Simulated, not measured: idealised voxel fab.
Proc. module: voxel trench capacitor
In the cross-section labelled cut, the width is 230 nm and each square cell is 5 nm.
In this document a cross-section is written as a grid of square cells. It is given as a series of bands, listed from the top down, and a band is one or more rows of cells.
Per band: top height and bottom height in nm, followed by the left-to-right materials and their widths in nm; "full width" marks a single material spanning edge to edge, "air" marks empty space.
Convention: height 0 is the level below which the wafer, as received, is all one material. The lowest band does not terminate at the bottom but continues downward, represented as "from 0 down".
Quick explanation for "30 to 40": the width changes in equal steps down the rows of cells, from the first number in the band's top row to the second number in its bottom row.
No cell of the cross-section changed in a step that is given as "stayed the same".
The entry titled "Entrapped void list" provides the empty spaces that have no open way to the top, restricted to those of 8 cells or more. Each is presented as width x height at distance, the distance being measured from the left edge, with all three in nm.
Formally, on a step line, whatever follows the settings is a remark that the simulator itself makes on the step.
overlay nm: step with mask; distance mask lay right of planned place; negative value = left of planned place.

plan:
1. RECEIVE: material Si
2. CONFORMAL_DEP: material SiN, thk nm 10
3. MASKED_ETCH: tone open, mask id TRENCH, width nm 20, pitch nm 45, etch materials SiN, depth nm 10, overlay nm 0
4. MASKED_ETCH: tone open, mask id TRENCH, width nm 20, pitch nm 45, etch materials Si, depth nm 25, overlay nm 0
5. CONFORMAL_DEP: material SiO2, thk nm 5
6. FILL_DEP: material polySi, thk nm 10
7. CMP: height nm 10

As-received state of the wafer in cross-section, equivalent to post-step 1:
  from 0 down: Si full width
  Entrapped void list: none

Cross-sectional image of the first of two wafers at the end of the module, the run having proceeded as planned:
  from 10 to 0: 60 SiN, 5 SiO2, 10 polySi, 5 SiO2, 25 SiN, 5 SiO2, 10 polySi, 5 SiO2, 25 SiN, 5 SiO2, 10 polySi, 5 SiO2, 60 SiN
  from 0 to -20: 60 Si, 5 SiO2, 10 polySi, 5 SiO2, 25 Si, 5 SiO2, 10 polySi, 5 SiO2, 25 Si, 5 SiO2, 10 polySi, 5 SiO2, 60 Si
  from -20 to -25: 60 Si, 20 SiO2, 25 Si, 20 SiO2, 25 Si, 20 SiO2, 60 Si
  from -25 down: Si full width
  Entrapped void list: none

So this is wafer number two of the two, cut at the end of the module - it started where the first did and had the same plan, we just got one thing wrong running it:
  from 10 to 0: 55 SiN, 5 to 10 SiO2, 20 to 10 polySi, 5 to 10 SiO2, 15 SiN, 5 to 10 SiO2, 20 to 10 polySi, 5 to 10 SiO2, 15 SiN, 5 to 10 SiO2, 20 to 10 polySi, 5 to 10 SiO2, 55 SiN
  from 0 to -20: 60 Si, 5 SiO2, 10 polySi, 5 SiO2, 25 Si, 5 SiO2, 10 polySi, 5 SiO2, 25 Si, 5 SiO2, 10 polySi, 5 SiO2, 60 Si
  from -20 to -25: 60 Si, 20 SiO2, 25 Si, 20 SiO2, 25 Si, 20 SiO2, 60 Si
  from -25 down: Si full width
  Entrapped void list: none
Plan not followed: step 3: run off-plan, actual operation and settings MASKED_ETCH: tone open, mask id TRENCH, width nm 30, pitch nm 45, etch materials SiN, depth nm 10, overlay nm 0
Materials where the second wafer ends with more or fewer cells than the first: -12 SiN | +6 SiO2 | +6 polySi
